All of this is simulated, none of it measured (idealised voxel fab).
process module | voxel capacitor over wiring
cross-section cut | 155 nm wide | cells 5 nm
A cross-section is a grid of square cells, given in bands from the top down. A band is one or more rows of cells.
Each band's line starts with the height of the band's top and of its bottom, in nm. Then come its materials from left to right, each with its width in nm. One material with "throughout" fills the band from edge to edge. "air" is empty space.
Height 0 is the level under which the wafer as received is all one material. The lowest band goes on downwards, as in "0 down".
A width such as "30 to 40" changes by the same amount from each row of cells to the next, from the band's top row to its bottom row.
"no change" after a step means that no cell of the cross-section changed.
closed voids: empty space of 8 cells or more with no open way to the top, each as width x height at its distance from the left edge, in nm
after a step's settings: what the simulator itself notes on the step
overlay nm, on a step with a mask: how far to the right of its planned place the mask lay; to the left if negative
plan
1 op RECEIVE | material Si
2 op CONFORMAL_DEP | material SiO2 | thk nm 15
3 op CONFORMAL_DEP | material SiCN | thk nm 5
4 op DIRECTIONAL_DEP | material SiO2 | thk nm 15
5 op PATTERN | tone open | mask id METAL_1 | material resist | width nm 25 | pitch nm 90 | thk nm 20 | overlay nm 0
6 op DIRECTIONAL_ETCH | etch materials SiO2 | depth nm 15
7 op DIRECTIONAL_ETCH | etch materials SiCN | depth nm 5
8 op STRIP | etch materials resist
9 op CONFORMAL_DEP | material TiN | thk nm 5
10 op FILL_DEP | material Ru | thk nm 10
11 op CMP | height nm 35
12 op CONFORMAL_DEP | material SiCN | thk nm 5
13 op DIRECTIONAL_DEP | material SiO2 | thk nm 15
14 op DIRECTIONAL_DEP | material aC | thk nm 10
15 op PATTERN | tone open | mask id PLUG_1 | material resist | width nm 15 | thk nm 25 | overlay nm 0
16 op DIRECTIONAL_ETCH | etch materials aC | depth nm 10
17 op STRIP | etch materials resist
18 op DIRECTIONAL_ETCH | etch materials SiO2 | depth nm 15
19 op DIRECTIONAL_ETCH | etch materials SiCN | depth nm 5
20 op STRIP | etch materials aC
21 op EPI | material Ru | thk nm 10
22 op EPI | material Ru | thk nm 10
23 op DIRECTIONAL_DEP | material TiN | thk nm 10
24 op DIRECTIONAL_DEP | material HfO2 | thk nm 5
25 op DIRECTIONAL_DEP | material TiN | thk nm 5
26 op PATTERN | tone cover | mask id UPPER_PLATE | material resist | width nm 70 | thk nm 15 | overlay nm 0
27 op DIRECTIONAL_ETCH | etch materials TiN | depth nm 5
28 op DIRECTIONAL_ETCH | etch materials HfO2 | depth nm 5
29 op STRIP | etch materials resist
30 op PATTERN | tone cover | mask id LOWER_PLATE | material resist | width nm 80 | thk nm 20 | overlay nm 0
31 op DIRECTIONAL_ETCH | etch materials TiN | depth nm 10
32 op STRIP | etch materials resist
33 op FILL_DEP | material SiO2 | thk nm 20
34 op CMP | height nm 90
35 op PATTERN | tone open | mask id PLUG_2 | material resist | width nm 15 | thk nm 20 | overlay nm 0
36 op DIRECTIONAL_ETCH | etch materials SiO2 | depth nm 15
37 op STRIP | etch materials resist
38 op CONFORMAL_DEP | material TiN | thk nm 5
39 op FILL_DEP | material Ru | thk nm 10
40 op CMP | height nm 90
41 op CONFORMAL_DEP | material SiCN | thk nm 5
as received, after step 1
  0 down: Si throughout
  closed voids: none
a wafer at the end: this start, this plan, one mistake
  95 to 90: SiCN throughout
  90 to 80: SiO2 40 | TiN 5 | Ru 5 | TiN 5 | SiO2 100
  80 to 70: SiO2 40 to 35 | TiN 15 to 65 | SiO2 100 to 55
  70 to 65: SiO2 35 | HfO2 65 | SiO2 55
  65 to 55: SiO2 25 | TiN 80 | SiO2 50
  55 to 40: SiO2 30 | Ru 15 | SiO2 110
  40 to 35: SiCN 30 | Ru 15 | SiCN 110
  35 to 20: SiO2 20 | TiN 5 | Ru 15 | TiN 5 | SiO2 65 | TiN 5 | Ru 15 | TiN 5 | SiO2 20
  20 to 15: SiCN 20 | TiN 25 | SiCN 65 | TiN 25 | SiCN 20
  15 to 0: SiO2 throughout
  0 down: Si throughout
  closed voids: none
what went wrong: step 26 ran as: op PATTERN | tone cover | mask id UPPER_PLATE | material resist | width nm 65 | thk nm 15 | overlay nm 0
